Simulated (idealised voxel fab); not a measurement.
The following process module bears the name voxel tone inversion.
FYI the section here is cut, 260 nm wide, cells are 5 nm squares.
If you're reading a cross-section in this doc, picture square cells in a grid; it comes to you as bands, top ones listed first down to the bottom, and a band can be one or more rows of cells.
The band entry comprises the height of the band's top followed by the height of its bottom, expressed in nm, and subsequently the band's materials from left to right, each stated together with its width in nm. Where a single material is marked with the word "everywhere", that material fills the band from edge to edge. The word "air" represents empty space.
Heads up on the height convention: 0 is the point under which the incoming wafer is all one material, and the lowest band has no bottom, it just keeps going down, like "0 -> down".
The expression "30 to 40" gives the width at the extremes of the band, the first number at its top row of cells and the second at its bottom row, with the width changing by equal amounts from each row to the next in between.
"left unchanged" -> step changed no cross-section cell.
Entry "Sealed void list". Content: empty spaces with no open connection to the top, size 8 cells or greater. Each: width x height at distance. Distance: from left edge. Unit: nm.
Post-settings text on a step line: simulator's own remark regarding the step.
The line of a step may include "overlay nm". On a step with a mask, this value is how far to the right of its planned place the mask lay. A negative value means the mask lay to the left.

The following list gives the planned process steps:
- 1: RECEIVE | material Si
- 2: CONFORMAL_DEP | material SiCN | thk nm 5
- 3: DIRECTIONAL_DEP | material aC | thk nm 25
- 4: PATTERN | tone cover | mask id POSTS | material resist | width nm 15 | pitch nm 45 | thk nm 30 | overlay nm 0
- 5: DIRECTIONAL_ETCH | etch materials aC | depth nm 25
- 6: STRIP | etch materials resist
- 7: FILL_DEP | material SiO2 | thk nm 10
- 8: CMP | height nm 30
- 9: STRIP | etch materials aC
- 10: CONFORMAL_DEP | material TiN | thk nm 5
- 11: FILL_DEP | material Ru | thk nm 10
- 12: CMP | height nm 30
- 13: CONFORMAL_DEP | material SiCN | thk nm 5

Wafer, first of two, run as planned:

Cross-section: wafer on arrival = after step 1:
  0 -> down = Si everywhere
  Sealed void list: none

Cross-sectional representation of the wafer at the conclusion of step 2:
  5 -> 0 = SiCN everywhere
  Everything under 0 stays put, no change at all.

Cross-sectional representation of the wafer at the conclusion of step 3:
  30 -> 5 = aC everywhere
  Everything under 5 stays put, no change at all.

Cross-sectional representation of the wafer at the conclusion of step 4:
  60 -> 30 = air (75) | resist (15) | air (30) | resist (15) | air (30) | resist (15) | air (80)
  Everything under 30 stays put, no change at all.

Cross-sectional representation of the wafer at the conclusion of step 5:
  35 -> 30 = air (75) | resist (15) | air (30) | resist (15) | air (30) | resist (15) | air (80)
  30 -> 5 = air (75) | aC (15) | air (30) | aC (15) | air (30) | aC (15) | air (80)
  Everything under 5 stays put, no change at all.

Cross-sectional representation of the wafer at the conclusion of step 6:
  30 -> 5 = air (75) | aC (15) | air (30) | aC (15) | air (30) | aC (15) | air (80)
  Everything under 5 stays put, no change at all.

Cross-sectional representation of the wafer at the conclusion of step 7:
  40 -> 30 = SiO2 everywhere
  30 -> 5 = SiO2 (75) | aC (15) | SiO2 (30) | aC (15) | SiO2 (30) | aC (15) | SiO2 (80)
  Everything under 5 stays put, no change at all.

Cross-sectional representation of the wafer at the conclusion of step 8:
  30 -> 5 = SiO2 (75) | aC (15) | SiO2 (30) | aC (15) | SiO2 (30) | aC (15) | SiO2 (80)
  Everything under 5 stays put, no change at all.

Cross-sectional representation of the wafer at the conclusion of step 9:
  30 -> 5 = SiO2 (75) | air (15) | SiO2 (30) | air (15) | SiO2 (30) | air (15) | SiO2 (80)
  Everything under 5 stays put, no change at all.

Cross-sectional representation of the wafer at the conclusion of step 10:
  35 -> 30 = TiN (80) | air (5) | TiN (40) | air (5) | TiN (40) | air (5) | TiN (85)
  30 -> 10 = SiO2 (75) | TiN (5) | air (5) | TiN (5) | SiO2 (30) | TiN (5) | air (5) | TiN (5) | SiO2 (30) | TiN (5) | air (5) | TiN (5) | SiO2 (80)
  10 -> 5 = SiO2 (75) | TiN (15) | SiO2 (30) | TiN (15) | SiO2 (30) | TiN (15) | SiO2 (80)
  Everything under 5 stays put, no change at all.

Cross-sectional representation of the wafer at the conclusion of step 11:
  45 -> 35 = Ru everywhere
  35 -> 30 = TiN (80) | Ru (5) | TiN (40) | Ru (5) | TiN (40) | Ru (5) | TiN (85)
  30 -> 10 = SiO2 (75) | TiN (5) | Ru (5) | TiN (5) | SiO2 (30) | TiN (5) | Ru (5) | TiN (5) | SiO2 (30) | TiN (5) | Ru (5) | TiN (5) | SiO2 (80)
  Everything under 10 stays put, no change at all.

Cross-sectional representation of the wafer at the conclusion of step 12:
  30 -> 10 = SiO2 (75) | TiN (5) | Ru (5) | TiN (5) | SiO2 (30) | TiN (5) | Ru (5) | TiN (5) | SiO2 (30) | TiN (5) | Ru (5) | TiN (5) | SiO2 (80)
  Everything under 10 stays put, no change at all.

Cross-sectional representation of the wafer at the conclusion of step 13:
  35 -> 30 = SiCN everywhere
  Everything under 30 stays put, no change at all.

For the second wafer, take the first wafer's start and plan, then add one mistake made in running it; everything through step 1, that step included, is shared with the first:

X-section, second wafer, when step 2 was due to finish:
  25 -> 0 = aC everywhere
  Everything under 0 stays put, no change at all.

X-section, second wafer, when step 3 was due to finish:
  30 -> 25 = SiCN everywhere
  Everything under 25 stays put, no change at all.

X-section, second wafer, when step 4 was due to finish:
  60 -> 30 = air (75) | resist (15) | air (30) | resist (15) | air (30) | resist (15) | air (80)
  Everything under 30 stays put, no change at all.

X-section, second wafer, when step 5 was due to finish:
  35 -> 30 = air (75) | resist (15) | air (30) | resist (15) | air (30) | resist (15) | air (80)
  Everything under 30 stays put, no change at all.

X-section, second wafer, when step 6 was due to finish:
  30 -> 25 = SiCN everywhere
  Everything under 25 stays put, no change at all.

X-section, second wafer, when step 7 was due to finish:
  40 -> 30 = SiO2 everywhere
  Everything under 30 stays put, no change at all.

X-section, second wafer, when step 8 was due to finish:
  30 -> 25 = SiCN everywhere
  Everything under 25 stays put, no change at all.

X-section, second wafer, when step 9 was due to finish: left unchanged

X-section, second wafer, when step 10 was due to finish:
  35 -> 30 = TiN everywhere
  Everything under 30 stays put, no change at all.

X-section, second wafer, when step 11 was due to finish:
  45 -> 35 = Ru everywhere
  Everything under 35 stays put, no change at all.

X-section, second wafer, when step 12 was due to finish:
  30 -> 25 = SiCN everywhere
  Everything under 25 stays put, no change at all.

X-section, second wafer, when step 13 was due to finish:
  35 -> 25 = SiCN everywhere
  Everything under 25 stays put, no change at all.
Against the plan, the run slipped here: it was found that steps 2 and 3 of the process plan had been performed in exchanged positions
Cell-count delta at end, second wafer over first, by material: 12 fewer of Ru; 215 fewer of SiO2; 33 fewer of TiN; 260 more of aC
